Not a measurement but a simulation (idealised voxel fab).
The following process module bears the name voxel self aligned vias.
Square cell edge 5 nm, section width 205 nm, ID cut.
If you're reading a cross-section in this doc, picture square cells in a grid; it comes to you as bands, top ones listed first down to the bottom, and a band can be one or more rows of cells.
Each band's line starts with the height of the band's top and of its bottom, in nm. Then come its materials from left to right, each with its width in nm. One material with "everywhere" fills the band from edge to edge. "blank" is empty space.
For the purposes of this specification, 0 denotes the height below which the wafer in its as-received condition is composed wholly of one material, and the lowermost band, lacking a lower limit, extends downward without end, as expressed in "z 0 and below".
Graded width ("30->40"): value in top row of band = first number; value in bottom row = second number; row-to-row change constant.
The cross-section has no changed cell in any step marked "no change".
Any empty space of 8 cells or more lacking an open way to the top shows up in "Closed void roster" as width x height at distance, distance from the left edge, in nm.
Where a step's line continues beyond its settings, the continuation is a remark by the simulator itself on that step.
On any step carrying a mask, the "overlay nm" setting, if present on the step's line, tells how far right of its planned place the mask lay; negative values point to the left.
The steps planned for the process are as follows:
1) RECEIVE,material Si
2) CONFORMAL_DEP,material SiO2,thk nm 10
3) CONFORMAL_DEP,material SiCN,thk nm 5
4) DIRECTIONAL_DEP,material lowk,thk nm 30
5) PATTERN,tone open,mask id LINES,material resist,width nm 20,pitch nm 55,thk nm 15,overlay nm 0
6) DIRECTIONAL_ETCH,etch materials lowk,depth nm 30
7) STRIP,etch materials resist
8) CONFORMAL_DEP,material TiN,thk nm 5
9) FILL_DEP,material W,thk nm 5
10) CMP,height nm 45
11) SELECTIVE_ETCH,etch materials W Ru TiN,depth nm 10
12) FILL_DEP,material SiN,thk nm 10
13) CMP,height nm 45
14) DIRECTIONAL_DEP,material lowk,thk nm 20
15) DIRECTIONAL_DEP,material aC,thk nm 10
16) PATTERN,tone open,mask id VIAS,material resist,width nm 30,pitch nm 55,thk nm 30,overlay nm 0
17) DIRECTIONAL_ETCH,etch materials aC,depth nm 10
18) STRIP,etch materials resist
19) DIRECTIONAL_ETCH,etch materials lowk,depth nm 20
20) DIRECTIONAL_ETCH,etch materials SiN,depth nm 10
21) STRIP,etch materials aC
22) CONFORMAL_DEP,material TiN,thk nm 5
23) FILL_DEP,material Ru,thk nm 5
24) CMP,height nm 65
25) CONFORMAL_DEP,material SiCN,thk nm 5
Shown in cross-section is the wafer as received, that is, as it stands after step 1:
- z 0 and below | Si everywhere
- Closed void roster: none
Module complete - cross-section of the first of two wafers, run according to plan:
- z 70 to 65 | SiCN everywhere
- z 65 to 50 | lowk (30)  TiN (5)  Ru (20)  TiN (5)  lowk (25)  TiN (5)  Ru (20)  TiN (5)  lowk (25)  TiN (5)  Ru (20)  TiN (5)  lowk (35)
- z 50 to 40 | lowk (30->35)  TiN (10->5)  Ru (10)  TiN (10->5)  lowk (25->35)  TiN (10->5)  Ru (10)  TiN (10->5)  lowk (25->35)  TiN (10->5)  Ru (10)  TiN (10->5)  lowk (35->40)
- z 40 to 35 | lowk (35)  TiN (20)  lowk (35)  TiN (20)  lowk (35)  TiN (20)  lowk (40)
- z 35 to 20 | lowk (35)  TiN (5)  W (10)  TiN (5)  lowk (35)  TiN (5)  W (10)  TiN (5)  lowk (35)  TiN (5)  W (10)  TiN (5)  lowk (40)
- z 20 to 15 | lowk (35)  TiN (20)  lowk (35)  TiN (20)  lowk (35)  TiN (20)  lowk (40)
- z 15 to 10 | SiCN everywhere
- z 10 to 0 | SiO2 everywhere
- z 0 and below | Si everywhere
- Closed void roster: none
This cross-section belongs to the second wafer of two at the end of the module; the start and the plan were shared with the first, and the run included one mistake:
- z 70 to 65 | SiCN everywhere
- z 65 to 50 | lowk (40)  TiN (5)  Ru (20)  TiN (5)  lowk (25)  TiN (5)  Ru (20)  TiN (5)  lowk (25)  TiN (5)  Ru (20)  TiN (5)  lowk (25)
- z 50 to 45 | lowk (40)  TiN (5)  Ru (5)  TiN (20)  lowk (25)  TiN (5)  Ru (5)  TiN (20)  lowk (25)  TiN (5)  Ru (5)  TiN (20)  lowk (25)
- z 45 to 40 | lowk (35)  SiN (5)  TiN (5)  Ru (5)  TiN (5)  lowk (35)  SiN (5)  TiN (5)  Ru (5)  TiN (5)  lowk (35)  SiN (5)  TiN (5)  Ru (5)  TiN (5)  lowk (40)
- z 40 to 35 | lowk (35)  SiN (5)  TiN (15)  lowk (35)  SiN (5)  TiN (15)  lowk (35)  SiN (5)  TiN (15)  lowk (40)
- z 35 to 20 | lowk (35)  TiN (5)  W (10)  TiN (5)  lowk (35)  TiN (5)  W (10)  TiN (5)  lowk (35)  TiN (5)  W (10)  TiN (5)  lowk (40)
- z 20 to 15 | lowk (35)  TiN (20)  lowk (35)  TiN (20)  lowk (35)  TiN (20)  lowk (40)
- z 15 to 10 | SiCN everywhere
- z 10 to 0 | SiO2 everywhere
- z 0 and below | Si everywhere
- Closed void roster: none
Error vs. plan: step 16 did not use the planned setting and instead ran as PATTERN,tone open,mask id VIAS,material resist,width nm 30,pitch nm 55,thk nm 30,overlay nm 10
Final tally in cells, some materials are higher or lower on the second wafer than on the first: -6 Ru, +6 SiN
